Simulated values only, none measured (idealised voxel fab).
process module | voxel transistor to metal
cross-section cut | 285 nm wide | cells 5 nm
A cross-section is a grid of square cells, given in bands from the top down. A band is one or more rows of cells.
Each band's line starts with the height of the band's top and of its bottom, in nm. Then come its materials from left to right, each with its width in nm. One material with "throughout" fills the band from edge to edge. "air" is empty space.
Height 0 is the level under which the wafer as received is all one material. The lowest band goes on downwards, as in "0 down".
A width such as "30 to 40" changes by the same amount from each row of cells to the next, from the band's top row to its bottom row.
"no change" after a step means that no cell of the cross-section changed.
closed voids: empty space of 8 cells or more with no open way to the top, each as width x height at its distance from the left edge, in nm
after a step's settings: what the simulator itself notes on the step
overlay nm, on a step with a mask: how far to the right of its planned place the mask lay; to the left if negative
plan
1 op RECEIVE | material Si
2 op OXIDIZE | depth nm 5
3 op CONFORMAL_DEP | material SiN | thk nm 15
4 op DIRECTIONAL_DEP | material aC | thk nm 10
5 op PATTERN | tone cover | mask id ACTIVE | material resist | width nm 105 | pitch nm 130 | thk nm 30 | overlay nm 0
6 op DIRECTIONAL_ETCH | etch materials aC | depth nm 10
7 op STRIP | etch materials resist
8 op DIRECTIONAL_ETCH | etch materials SiN | depth nm 15
9 op DIRECTIONAL_ETCH | etch materials SiO2 | depth nm 5
10 op DIRECTIONAL_ETCH | etch materials Si | depth nm 25
11 op STRIP | etch materials aC
12 op FILL_DEP | material SiO2 | thk nm 15
13 op CMP | height nm 15
14 op SELECTIVE_ETCH | etch materials SiO2 | depth nm 5
15 op STRIP | etch materials SiN
16 op SELECTIVE_ETCH | etch materials SiO2 | depth nm 5
17 op OXIDIZE | depth nm 5
18 op DIRECTIONAL_DEP | material polySi | thk nm 30
19 op DIRECTIONAL_DEP | material SiCN | thk nm 15
20 op MASKED_ETCH | tone cover | mask id GATE | width nm 35 | pitch nm 130 | etch materials SiCN | depth nm 25 | overlay nm 0
21 op MASKED_ETCH | tone cover | mask id GATE | width nm 35 | pitch nm 130 | etch materials polySi | depth nm 40 | overlay nm 0
22 op CONFORMAL_DEP | material SiN | thk nm 10
23 op DIRECTIONAL_ETCH | etch materials SiN | depth nm 10
24 op DIRECTIONAL_ETCH | etch materials SiO2 | depth nm 5
25 op DIRECTIONAL_ETCH | etch materials Si | depth nm 15
26 op EPI | material SiGe | thk nm 20
27 op FILL_DEP | material SiO2 | thk nm 10
28 op CMP | height nm 25
29 op STRIP | etch materials polySi
30 op SELECTIVE_ETCH | etch materials SiO2 | depth nm 5
31 op CONFORMAL_DEP | material HfO2 | thk nm 5
32 op CONFORMAL_DEP | material TiN | thk nm 5
33 op FILL_DEP | material W | thk nm 5
34 op CMP | height nm 20
35 op DIRECTIONAL_DEP | material SiO2 | thk nm 10
36 op PATTERN | tone open | mask id CONTACT | material resist | width nm 15 | thk nm 15 | overlay nm 0
37 op DIRECTIONAL_ETCH | etch materials SiO2 | depth nm 20
38 op STRIP | etch materials resist
39 op CONFORMAL_DEP | material TiN | thk nm 5
40 op FILL_DEP | material Ru | thk nm 10
41 op CMP | height nm 30
42 op DIRECTIONAL_DEP | material TiN | thk nm 5
43 op DIRECTIONAL_DEP | material W | thk nm 15
44 op DIRECTIONAL_DEP | material aC | thk nm 15
45 op PATTERN | tone cover | mask id METAL_1 | material resist | width nm 15 | thk nm 30 | overlay nm 0
46 op DIRECTIONAL_ETCH | etch materials aC | depth nm 15
47 op STRIP | etch materials resist
48 op DIRECTIONAL_ETCH | etch materials W | depth nm 15
49 op DIRECTIONAL_ETCH | etch materials TiN | depth nm 5
50 op STRIP | etch materials aC
51 op FILL_DEP | material SiO2 | thk nm 5
52 op CMP | height nm 50
53 op CONFORMAL_DEP | material SiCN | thk nm 5
54 op DIRECTIONAL_DEP | material lowk | thk nm 25
55 op MASKED_ETCH | tone open | mask id METAL_2 | width nm 15 | pitch nm 130 | etch materials lowk | depth nm 15 | overlay nm 0
56 op DIRECTIONAL_DEP | material aC | thk nm 15
57 op PATTERN | tone open | mask id METAL_2_HOLES | material resist | width nm 15 | pitch nm 130 | thk nm 30 | overlay nm 0
58 op DIRECTIONAL_ETCH | etch materials aC | depth nm 15
59 op STRIP | etch materials resist
60 op DIRECTIONAL_ETCH | etch materials lowk | depth nm 10
61 op DIRECTIONAL_ETCH | etch materials SiCN | depth nm 5
62 op STRIP | etch materials aC
63 op CONFORMAL_DEP | material TiN | thk nm 5
64 op FILL_DEP | material Cu | thk nm 5
65 op CMP | height nm 80
66 op CONFORMAL_DEP | material SiCN | thk nm 5
as received, after step 1
  0 down: Si throughout
  closed voids: none
a wafer at the end: this start, this plan, one mistake
  85 to 80: SiCN throughout
  80 to 70: lowk 25 | TiN 5 | Cu 15 | TiN 5 | lowk 105 | TiN 5 | Cu 15 | TiN 5 | lowk 105
  70 to 65: lowk 25 | TiN 10 | Cu 5 | TiN 10 | lowk 105 | TiN 10 | Cu 5 | TiN 10 | lowk 105
  65 to 55: lowk 30 | TiN 5 | Cu 5 | TiN 5 | lowk 115 | TiN 5 | Cu 5 | TiN 5 | lowk 110
  55 to 50: SiCN 30 | TiN 15 | SiCN 115 | TiN 15 | SiCN 110
  50 to 35: SiO2 30 | W 15 | SiO2 65 | W 15 | SiO2 35 | W 15 | SiO2 65 | W 15 | SiO2 30
  35 to 30: SiO2 30 | TiN 15 | SiO2 65 | TiN 15 | SiO2 35 | TiN 15 | SiO2 65 | TiN 15 | SiO2 30
  30 to 20: SiO2 30 | TiN 5 | Ru 5 | TiN 5 | SiO2 65 | TiN 5 | Ru 5 | TiN 5 | SiO2 35 | TiN 5 | Ru 5 | TiN 5 | SiO2 65 | TiN 5 | Ru 5 | TiN 5 | SiO2 30
  20 to 15: SiO2 30 | TiN 5 | Ru 5 | TiN 5 | SiO2 5 | SiN 10 | HfO2 5 | TiN 5 | W 15 | TiN 5 | HfO2 5 | SiN 10 | SiO2 5 | TiN 5 | Ru 5 | TiN 5 | SiO2 35 | TiN 5 | Ru 5 | TiN 5 | SiO2 5 | SiN 10 | HfO2 5 | TiN 5 | W 15 | TiN 5 | HfO2 5 | SiN 10 | SiO2 5 | TiN 5 | Ru 5 | TiN 5 | SiO2 30
  15 to 10: SiO2 30 | TiN 15 | SiO2 5 | SiN 10 | HfO2 5 | TiN 5 | W 15 | TiN 5 | HfO2 5 | SiN 10 | SiO2 5 | TiN 15 | SiO2 35 | TiN 15 | SiO2 5 | SiN 10 | HfO2 5 | TiN 5 | W 15 | TiN 5 | HfO2 5 | SiN 10 | SiO2 5 | TiN 15 | SiO2 30
  10 to 5: SiO2 25 | SiGe 25 | SiN 10 | HfO2 5 | TiN 5 | W 15 | TiN 5 | HfO2 5 | SiN 10 | SiGe 25 | SiO2 25 | SiGe 25 | SiN 10 | HfO2 5 | TiN 5 | W 15 | TiN 5 | HfO2 5 | SiN 10 | SiGe 25 | SiO2 25
  5 to 0: SiO2 20 | SiN 10 | SiGe 20 | SiN 10 | HfO2 5 | TiN 5 | W 15 | TiN 5 | HfO2 5 | SiN 10 | SiGe 20 | SiN 10 | SiO2 15 | SiN 10 | SiGe 20 | SiN 10 | HfO2 5 | TiN 5 | W 15 | TiN 5 | HfO2 5 | SiN 10 | SiGe 20 | SiN 10 | SiO2 20
  0 to -5: SiO2 20 | SiN 10 | SiGe 20 | SiN 10 | HfO2 5 | TiN 25 | HfO2 5 | SiN 10 | SiGe 20 | SiN 10 | SiO2 15 | SiN 10 | SiGe 20 | SiN 10 | HfO2 5 | TiN 25 | HfO2 5 | SiN 10 | SiGe 20 | SiN 10 | SiO2 20
  -5 to -10: SiO2 30 | SiGe 20 | SiO2 5 | HfO2 45 | SiO2 5 | SiGe 20 | SiO2 35 | SiGe 20 | SiO2 5 | HfO2 45 | SiO2 5 | SiGe 20 | SiO2 30
  -10 to -25: SiO2 25 | Si 5 | SiGe 20 | Si 55 | SiGe 20 | Si 5 | SiO2 25 | Si 5 | SiGe 20 | Si 55 | SiGe 20 | Si 5 | SiO2 25
  -25 to -30: SiO2 25 | Si 105 | SiO2 25 | Si 105 | SiO2 25
  -30 down: Si throughout
  closed voids: none
what went wrong: step 55 ran as: op MASKED_ETCH | tone open | mask id METAL_2 | width nm 25 | pitch nm 130 | etch materials lowk | depth nm 15 | overlay nm 0
